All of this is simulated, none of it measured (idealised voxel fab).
process module | voxel local oxidation
cross-section cut | 300 nm wide | cells 5 nm
A cross-section is a grid of square cells, given in bands from the top down. A band is one or more rows of cells.
Each band's line starts with the height of the band's top and of its bottom, in nm. Then come its materials from left to right, each with its width in nm. One material with "throughout" fills the band from edge to edge. "air" is empty space.
Height 0 is the level under which the wafer as received is all one material. The lowest band goes on downwards, as in "0 down".
A width such as "30 to 40" changes by the same amount from each row of cells to the next, from the band's top row to its bottom row.
"no change" after a step means that no cell of the cross-section changed.
closed voids: empty space of 8 cells or more with no open way to the top, each as width x height at its distance from the left edge, in nm
after a step's settings: what the simulator itself notes on the step
overlay nm, on a step with a mask: how far to the right of its planned place the mask lay; to the left if negative
plan
1 op RECEIVE | material Si
2 op CONFORMAL_DEP | material SiO2 | thk nm 5
3 op CONFORMAL_DEP | material SiN | thk nm 15
4 op PATTERN | tone cover | mask id ACTIVE | material resist | width nm 100 | thk nm 15 | overlay nm 0
5 op DIRECTIONAL_ETCH | etch materials SiN | depth nm 15
6 op STRIP | etch materials resist
7 op SELECTIVE_ETCH | etch materials SiO2 | depth nm 5
8 op OXIDIZE | depth nm 10
9 op STRIP | etch materials SiN
first wafer, as planned
as received, after step 1
  0 down: Si throughout
  closed voids: none
after step 2
  5 to 0: SiO2 throughout
  below 0: unchanged
after step 3
  20 to 5: SiN throughout
  below 5: unchanged
after step 4
  35 to 20: air 100 | resist 100 | air 100
  below 20: unchanged
after step 5
  35 to 20: air 100 | resist 100 | air 100
  20 to 5: air 100 | SiN 100 | air 100
  below 5: unchanged
after step 6
  20 to 5: air 100 | SiN 100 | air 100
  below 5: unchanged
after step 7
  20 to 5: air 100 | SiN 100 | air 100
  5 to 0: air 105 | SiO2 90 | air 105
  below 0: unchanged
after step 8
  20 to 5: air 100 | SiN 100 | air 100
  5 to 0: air 105 | SiO2 90 | air 105
  0 to -10: SiO2 115 | Si 70 | SiO2 115
  below -10: unchanged
after step 9
  5 to 0: air 105 | SiO2 90 | air 105
  below 0: unchanged
second wafer: like start, like plan, one mistake. Through step 3 it matches the first wafer
when step 4 should have ended
  35 to 20: air 95 | resist 110 | air 95
  below 20: unchanged
when step 5 should have ended
  35 to 20: air 95 | resist 110 | air 95
  20 to 5: air 95 | SiN 110 | air 95
  below 5: unchanged
when step 6 should have ended
  20 to 5: air 95 | SiN 110 | air 95
  below 5: unchanged
when step 7 should have ended
  20 to 5: air 95 | SiN 110 | air 95
  5 to 0: air 100 | SiO2 100 | air 100
  below 0: unchanged
when step 8 should have ended
  20 to 5: air 95 | SiN 110 | air 95
  5 to 0: air 100 | SiO2 100 | air 100
  0 to -10: SiO2 110 | Si 80 | SiO2 110
  below -10: unchanged
when step 9 should have ended
  5 to 0: air 100 | SiO2 100 | air 100
  below 0: unchanged
what went wrong: step 4 ran as: op PATTERN | tone cover | mask id ACTIVE | material resist | width nm 110 | thk nm 15 | overlay nm 0
at the end the second wafer has, in cells: 4 more of Si | 2 fewer of SiO2
